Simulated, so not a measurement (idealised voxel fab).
Process module heading - voxel ribs on slabs
Cross-section cut: width 175 nm, square cells of 5 nm.
Throughout this document, each cross-section is represented as a grid of square cells and is presented as a sequence of bands enumerated from the top downward, where a band comprises one or more rows of cells.
Within each band entry, the heights of the top and of the bottom of the band appear first, in that order and in nm; the materials of the band then follow from left to right, each with its corresponding width in nm. The designation "everywhere" on a single material indicates that it fills the band from edge to edge; the designation "empty" indicates empty space.
Heights from 0 (as-received wafer is one material below). Bottom band endless downward, as "0 down".
With a width like "30..40", each row of cells in the band differs from the next by the same amount, the top row carrying the first number and the bottom row the second.
You'll sometimes find "remained the same" written for a step, and that's the way of saying that nowhere in the cross-section did a cell change during that step.
Under "Sealed void listing" you'll find the enclosed gaps, the ones with no way out to the top, that are 8 cells or bigger; each reads width x height at distance, with distance counted from the left edge, everything in nm.
That trailing text on a step's line, after the settings, is the simulator's own remark on the step.
When a step includes a mask, the "overlay nm" setting on its line states how far to the right of its planned place that mask lay, and negative values state how far to the left.
# The following list gives the planned process steps
1 RECEIVE, material Si
2 DIRECTIONAL_DEP, material SiO2, thk nm 25
3 DIRECTIONAL_DEP, material SiN, thk nm 15
4 MASKED_ETCH, tone cover, mask id RIB, width nm 30, etch materials SiN, depth nm 10, overlay nm 0
5 DIRECTIONAL_DEP, material aC, thk nm 10
6 PATTERN, tone cover, mask id SLAB, material resist, width nm 60, thk nm 30, overlay nm -15
7 DIRECTIONAL_ETCH, etch materials aC, depth nm 10
8 STRIP, etch materials resist
9 DIRECTIONAL_ETCH, etch materials SiN, depth nm 5
10 STRIP, etch materials aC
11 FILL_DEP, material SiO2, thk nm 20
12 CMP, height nm 55
13 DIRECTIONAL_DEP, material TiN, thk nm 10
14 MASKED_ETCH, tone cover, mask id HEATER, width nm 40, etch materials TiN, depth nm 10, overlay nm 0
15 CONFORMAL_DEP, material SiN, thk nm 10
Variable across wafers: step 6 overlay nm (plan value is that of the first wafer; starting state common to all).
# This is how the first of several wafers looked in cross-section when it arrived, which is after step 1
> 0 down  Si everywhere
> Sealed void listing: none
# The following table contains a row per wafer, in which are reported, at the conclusion of the module, the cells of each material gained (+) or lost (-) since the wafer's receipt, with its closed voids given thereafter
overlay nm -15; +102 SiN; +361 SiO2; +16 TiN; Sealed void listing: none
overlay nm -10; +102 SiN; +361 SiO2; +16 TiN; Sealed void listing: none
overlay nm -5; +102 SiN; +361 SiO2; +16 TiN; Sealed void listing: none
overlay nm 0; +102 SiN; +361 SiO2; +16 TiN; Sealed void listing: none
overlay nm 5; +102 SiN; +361 SiO2; +16 TiN; Sealed void listing: none
overlay nm 10; +102 SiN; +361 SiO2; +16 TiN; Sealed void listing: none
overlay nm 15; +102 SiN; +361 SiO2; +16 TiN; Sealed void listing: none
